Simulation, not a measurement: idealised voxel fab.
The name of this process module is voxel ribs on slabs.
285 nm wide, 5 nm square cells: that's cross-section cut.
Square cells in a grid make up a cross-section in this document, and the grid is given as bands, listed from the top down, each one or more rows of cells.
Basically the band line says how high the top is and how high the bottom is, in nm, and then what's in it from left to right, every material with its width in nm. Empty space shows up as "blank", and if a single material carries "full width" it runs the full band edge to edge.
Heads up on the height convention: 0 is the point under which the incoming wafer is all one material, and the lowest band has no bottom, it just keeps going down, like "top 0, no bottom".
You'd read "30..40" like this: the band's top row of cells is as wide as the first number, its bottom row is as wide as the second, and going down, every row changes width by the same amount as the row before did.
What does "all unchanged" mean for a step? It means no cell of the cross-section changed in that step.
In the "Voids, enclosed" entry, you get each enclosed empty space of 8 cells or more, one with no open way to the top, written width x height at distance, distance from the left edge, in nm.
Past the settings on a step's line: simulator remark, on that step.
overlay nm: how far to the right of its planned place the mask lay on this masked step (negative: to the left).

INTENDED PROCESS STEPS
step 1: RECEIVE,material Si
step 2: DIRECTIONAL_DEP,material SiO2,thk nm 20
step 3: DIRECTIONAL_DEP,material polySi,thk nm 25
step 4: DIRECTIONAL_DEP,material aC,thk nm 15
step 5: PATTERN,tone cover,mask id RIB,material resist,width nm 20,thk nm 35,overlay nm -15
step 6: DIRECTIONAL_ETCH,etch materials aC,depth nm 15
step 7: STRIP,etch materials resist
step 8: DIRECTIONAL_ETCH,etch materials polySi,depth nm 20
step 9: STRIP,etch materials aC
step 10: MASKED_ETCH,tone cover,mask id SLAB,width nm 60,etch materials polySi,depth nm 5,overlay nm 0
step 11: FILL_DEP,material SiO2,thk nm 25
step 12: CMP,height nm 60
step 13: DIRECTIONAL_DEP,material W,thk nm 10
step 14: DIRECTIONAL_DEP,material aC,thk nm 15
step 15: PATTERN,tone cover,mask id HEATER,material resist,width nm 30,thk nm 35,overlay nm 0
step 16: DIRECTIONAL_ETCH,etch materials aC,depth nm 15
step 17: STRIP,etch materials resist
step 18: DIRECTIONAL_ETCH,etch materials W,depth nm 10
step 19: STRIP,etch materials aC
step 20: CONFORMAL_DEP,material SiO2,thk nm 10
Quick note for whoever runs this: the wafers start identical, but the overlay nm at step 5 isn't the same across them. The plan just shows what the first wafer had.

FIRST WAFER OF SEVERAL, AS RECEIVED: CROSS-SECTION AFTER STEP 1
> top 0, no bottom | Si full width
> Voids, enclosed: none

WAFER ROWS, END OF MODULE: CELLS PER MATERIAL GAINED (+) OR LOST (-) SINCE RECEIPT; CLOSED VOIDS LAST
overlay nm -15, +778 SiO2, +12 W, +28 polySi, Voids, enclosed: none
overlay nm -10, +778 SiO2, +12 W, +28 polySi, Voids, enclosed: none
overlay nm -5, +778 SiO2, +12 W, +28 polySi, Voids, enclosed: none
overlay nm 0, +778 SiO2, +12 W, +28 polySi, Voids, enclosed: none
overlay nm 5, +778 SiO2, +12 W, +28 polySi, Voids, enclosed: none
overlay nm 10, +778 SiO2, +12 W, +28 polySi, Voids, enclosed: none
overlay nm 15, +778 SiO2, +12 W, +28 polySi, Voids, enclosed: none
